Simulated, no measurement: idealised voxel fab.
The document below concerns the process module designated voxel self aligned vias.
For reference, the cross-section in this document is cut, with width 245 nm and square cells of 5 nm.
How to read a cross-section here: the picture is a grid of square cells, written as bands going from the top down, and any band can span one or more rows of cells.
Quick guide to a band line: top height, bottom height (nm) up front; then every material left to right with its width in nm. Only one material and it's marked "full width"? Then it fills the band edge to edge. And "empty" just means empty space.
Heights are measured from 0, the level below which the as-received wafer is all one material; the lowest band has no bottom and continues downward, written as in "0 and below".
The two numbers in a width such as "30->40" mark its ends across the band: the first belongs to the top row of cells, the second to the bottom row, and from each row to the next the width moves by the same amount.
"changes: none" -> step changed no cross-section cell.
If an empty space has no open way to the top and is at least 8 cells in size, "Closed void register" lists it, written width x height at distance, where distance is measured from the left edge and every value is in nm.
Anything after a step's settings on that line? It's the simulator's own note about the step.
You can add "overlay nm" to a step's line. For a step with a mask, it describes how far the mask lay to the right of its planned position, and a negative number describes a lay to the left.
## Planned step list for the process
- 1: RECEIVE | material Si
- 2: CONFORMAL_DEP | material SiO2 | thk nm 10
- 3: CONFORMAL_DEP | material SiCN | thk nm 5
- 4: DIRECTIONAL_DEP | material lowk | thk nm 30
- 5: MASKED_ETCH | tone open | mask id LINES | width nm 25 | pitch nm 50 | etch materials lowk | depth nm 30 | overlay nm 0
- 6: CONFORMAL_DEP | material TiN | thk nm 5
- 7: FILL_DEP | material Ru | thk nm 5
- 8: CMP | height nm 45
- 9: SELECTIVE_ETCH | etch materials W Ru TiN | depth nm 5
- 10: FILL_DEP | material SiN | thk nm 10
- 11: CMP | height nm 45
- 12: DIRECTIONAL_DEP | material lowk | thk nm 20
- 13: DIRECTIONAL_DEP | material aC | thk nm 10
- 14: PATTERN | tone open | mask id VIAS | material resist | width nm 35 | pitch nm 50 | thk nm 25 | overlay nm 0
- 15: DIRECTIONAL_ETCH | etch materials aC | depth nm 10
- 16: STRIP | etch materials resist
- 17: DIRECTIONAL_ETCH | etch materials lowk | depth nm 20
- 18: DIRECTIONAL_ETCH | etch materials SiN | depth nm 5
- 19: STRIP | etch materials aC
- 20: CONFORMAL_DEP | material TiN | thk nm 5
- 21: FILL_DEP | material Ru | thk nm 10
- 22: CMP | height nm 65
- 23: CONFORMAL_DEP | material SiCN | thk nm 5
## As-received state of the wafer in cross-section, equivalent to post-step 1
- 0 and below: Si full width
- Closed void register: none
## What the wafer looks like in cross-section after this module, when it starts as shown above and follows the plan above but one mistake is made in running it
- 70 down to 65: SiCN full width
- 65 down to 45: lowk: 85 | TiN: 5 | Ru: 15 | TiN: 5 | lowk: 25 | TiN: 5 | Ru: 15 | TiN: 5 | lowk: 85
- 45 down to 40: lowk: 85 | TiN: 25 | lowk: 25 | TiN: 25 | lowk: 85
- 40 down to 20: lowk: 85 | TiN: 5 | Ru: 15 | TiN: 5 | lowk: 25 | TiN: 5 | Ru: 15 | TiN: 5 | lowk: 85
- 20 down to 15: lowk: 85 | TiN: 25 | lowk: 25 | TiN: 25 | lowk: 85
- 15 down to 10: SiCN full width
- 10 down to 0: SiO2 full width
- 0 and below: Si full width
- Closed void register: none
What went wrong in running the wafer? it should be noted that step 14 was executed with settings other than those planned, the operation and settings actually applied being PATTERN | tone open | mask id VIAS | material resist | width nm 25 | pitch nm 50 | thk nm 25 | overlay nm 0
